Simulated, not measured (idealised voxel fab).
Process module in this document: voxel ribs on slabs
Cross-section cut spans 155 nm and uses square cells 5 nm in size.
We lay out every cross-section as a grid of square cells and spell it out in bands from the top down, where one band means one or more rows of cells.
Top height, bottom height, nm. Materials left to right, width each, nm. Single material + "edge to edge" = fills band edge to edge. "air" = empty.
It should be noted that heights are counted from 0, beneath which the wafer as supplied is of one material throughout, and that the lowest band possesses no lower boundary but continues downward, as written in "0 -> down".
Width spec "30 to 40" -> top row of cells at first value, bottom row at second value, equal per-row change in between.
Given "nothing changed" for a step, no cell of the cross-section differs between before and after that step.
Each empty space that has no open way to the top and spans at least 8 cells appears under "Voids lacking openings" as width x height at distance, the distance counted from the left edge, all in nm.
Anything after a step's settings on that line? It's the simulator's own note about the step.
The setting "overlay nm" may be written on the line of a step. When the step uses a mask, the value reports how far to the right of the planned place the mask lay, and a negative value reports that it lay to the left.
## The following list gives the planned process steps
1: RECEIVE [material Si]
2: DIRECTIONAL_DEP [material SiO2] [thk nm 30]
3: DIRECTIONAL_DEP [material polySi] [thk nm 20]
4: PATTERN [tone cover] [mask id RIB] [material resist] [width nm 15] [thk nm 15] [overlay nm 0]
5: DIRECTIONAL_ETCH [etch materials polySi] [depth nm 10]
6: STRIP [etch materials resist]
7: DIRECTIONAL_DEP [material aC] [thk nm 15]
8: PATTERN [tone cover] [mask id SLAB] [material resist] [width nm 75] [thk nm 35] [overlay nm 0]
9: DIRECTIONAL_ETCH [etch materials aC] [depth nm 15]
10: STRIP [etch materials resist]
11: DIRECTIONAL_ETCH [etch materials polySi] [depth nm 10]
12: STRIP [etch materials aC]
13: FILL_DEP [material SiO2] [thk nm 25]
14: CMP [height nm 65]
15: DIRECTIONAL_DEP [material W] [thk nm 10]
16: PATTERN [tone cover] [mask id HEATER] [material resist] [width nm 25] [thk nm 15] [overlay nm 0]
17: DIRECTIONAL_ETCH [etch materials W] [depth nm 10]
18: STRIP [etch materials resist]
19: CONFORMAL_DEP [material SiO2] [thk nm 5]
## This is the cross-section of the wafer as we received it, i.e. after step 1
* 0 -> down: Si edge to edge
* Voids lacking openings: none
## The cross-section shown corresponds to the wafer at the conclusion of the module. The initial structure and the process plan are those presented above; however, one mistake occurred in executing the plan
* 80 -> 75: air: 60  SiO2: 35  air: 60
* 75 -> 70: air: 60  SiO2: 5  W: 25  SiO2: 5  air: 60
* 70 -> 65: SiO2: 65  W: 25  SiO2: 65
* 65 -> 50: SiO2 edge to edge
* 50 -> 40: SiO2: 70  polySi: 15  SiO2: 70
* 40 -> 30: SiO2: 35  polySi: 85  SiO2: 35
* 30 -> 0: SiO2 edge to edge
* 0 -> down: Si edge to edge
* Voids lacking openings: none
Deviation from plan: for step 8, the planned setting was not used; the step was instead run as PATTERN [tone cover] [mask id SLAB] [material resist] [width nm 85] [thk nm 35] [overlay nm 0]
